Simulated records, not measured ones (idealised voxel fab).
Module name: voxel gate over fins (process module)
cross-section cut | 140 nm wide | cells 5 nm
Think of the cross-section as a grid of square cells. We describe it in bands, top to bottom, and each band covers one or more rows of those cells.
Look at the band entry: it leads with the top's height and the bottom's height in nm. Then it lists the materials left to right, with a width in nm for each. The word "all across" on a single material says that material fills the band edge to edge. The word "empty" is empty space.
Where do heights start? At 0: under that level the wafer as delivered is made of one material only. And the lowest band has no floor; it just carries on downward, as in "0 and below".
Top row gets the first number, bottom row gets the second, and each row in between changes by the same step: that is how a band width like "30 to 40" works.
A step reported as "stayed the same" is a step in which no cell of the cross-section changed.
In "Enclosed internal voids" the enclosed voids are listed, meaning empty spaces of 8 cells or larger without any opening to the top. The form is width x height at distance, distance from the left edge, units nm.
Post-settings text on a step line: simulator's own remark regarding the step.
overlay nm: where the mask lay relative to plan, measured to the right, on steps with a mask; negatives go left.

Set out below are the planned steps of the process
| 1 | RECEIVE, material Si |
| 2 | CONFORMAL_DEP, material SiN, thk nm 5 |
| 3 | MASKED_ETCH, tone cover, mask id FINS, width nm 15, pitch nm 45, etch materials SiN, depth nm 5, overlay nm 0 |
| 4 | MASKED_ETCH, tone cover, mask id FINS, width nm 15, pitch nm 45, etch materials Si, depth nm 40, overlay nm 0 |
| 5 | OXIDIZE, depth nm 5 |
| 6 | FILL_DEP, material SiO2, thk nm 5 |
| 7 | CMP, height nm 5 |
| 8 | SELECTIVE_ETCH, etch materials SiO2, depth nm 20 |
| 9 | STRIP, etch materials SiN |
| 10 | CONFORMAL_DEP, material HfO2, thk nm 5 |
| 11 | CONFORMAL_DEP, material TiN, thk nm 5 |
| 12 | FILL_DEP, material W, thk nm 15 |
| 13 | CMP, height nm 20 |
| 14 | CONFORMAL_DEP, material SiN, thk nm 10 |

Cross-section, incoming material, after step 1
* 0 and below  Si all across
* Enclosed internal voids: none

Same starting wafer, same plan as above, one mistake in the execution; this is the cross-section at the end of the module
* 30 down to 20  SiN all across
* 20 down to 10  W all across
* 10 down to 5  TiN: 20, then W: 5, then TiN: 40, then W: 5, then TiN: 40, then W: 5, then TiN: 25
* 5 down to 0  HfO2: 15, then TiN: 15, then HfO2: 30, then TiN: 15, then HfO2: 30, then TiN: 15, then HfO2: 20
* 0 down to -5  Si: 10, then HfO2: 25, then Si: 20, then HfO2: 25, then Si: 20, then HfO2: 25, then Si: 15
* -5 and below  Si all across
* Enclosed internal voids: none
The plan and the run diverged here: step 3 changed vs plan, executed as MASKED_ETCH, tone open, mask id FINS, width nm 15, pitch nm 45, etch materials SiN, depth nm 5, overlay nm 0
